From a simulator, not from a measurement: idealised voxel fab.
Documented hereafter: the process module known as voxel tone inversion.
Each square cell in cross-section cut measures 5 nm, and the section as a whole is 205 nm wide.
When this document writes out a cross-section, it uses a grid of square cells and lists it as bands, beginning at the top and moving down, with a band standing for one or more rows of cells.
For a band, the entry starts with two heights in nm, that of the top and then that of the bottom, and carries on with the band's materials in order from left to right, each alongside its width in nm; the word "everywhere" beside a single material means it fills the band edge to edge, and "blank" means empty space.
The reference from which all heights are counted is 0, the level beneath which the as-received wafer is entirely one material; the lowest band, having no lower bound, proceeds downward and is written after the example "0 down".
It should be noted that a width expressed as "30->40" varies in equal increments from row to row of cells within the band, taking the value of the first number at the top row and that of the second number at the bottom row.
Where the words "no change" appear for a step, the cross-section shows no cell changed by that step; every cell remained as before.
The list in "Unvented voids" covers empty spaces of 8 cells or more that cannot reach the top through any open way, and it gives each as width x height at distance; the distance is from the left edge, and width, height and distance are in nm.
Post-settings text on a step line: simulator's own remark regarding the step.
A step's line can hold "overlay nm"; with a mask on that step, the setting says how far right of the planned place the mask lay, while a negative setting says it lay to the left.
Intended process steps
| 1 | RECEIVE with material Si |
| 2 | CONFORMAL_DEP with material SiCN, thk nm 10 |
| 3 | DIRECTIONAL_DEP with material aC, thk nm 15 |
| 4 | PATTERN with tone cover, mask id POSTS, material resist, width nm 25, pitch nm 45, thk nm 20, overlay nm 0 |
| 5 | DIRECTIONAL_ETCH with etch materials aC, depth nm 15 |
| 6 | STRIP with etch materials resist |
| 7 | FILL_DEP with material SiO2, thk nm 10 |
| 8 | CMP with height nm 25 |
| 9 | STRIP with etch materials aC |
Cross-section: wafer on arrival = after step 1
    0 down | Si everywhere
    Unvented voids: none
First of two wafers: cross-section at end of module, run per plan
    25 to 10 | SiO2 20 nm / blank 25 nm / SiO2 20 nm / blank 25 nm / SiO2 20 nm / blank 25 nm / SiO2 20 nm / blank 25 nm / SiO2 25 nm
    10 to 0 | SiCN everywhere
    0 down | Si everywhere
    Unvented voids: none
Second wafer cross-section at end of module - shared start and plan with the first, one mistake in the run
    25 to 15 | SiO2 20 nm / blank 25 nm / SiO2 20 nm / blank 25 nm / SiO2 20 nm / blank 25 nm / SiO2 20 nm / blank 25 nm / SiO2 25 nm
    15 to 0 | SiCN everywhere
    0 down | Si everywhere
    Unvented voids: none
What was the processing mistake? step 2 deviated from plan and actually ran as CONFORMAL_DEP with material SiCN, thk nm 15
In the final state, the cell counts of the second wafer exceed or fall short of those of the first for the following materials: SiCN: 41 more, SiO2: 21 fewer
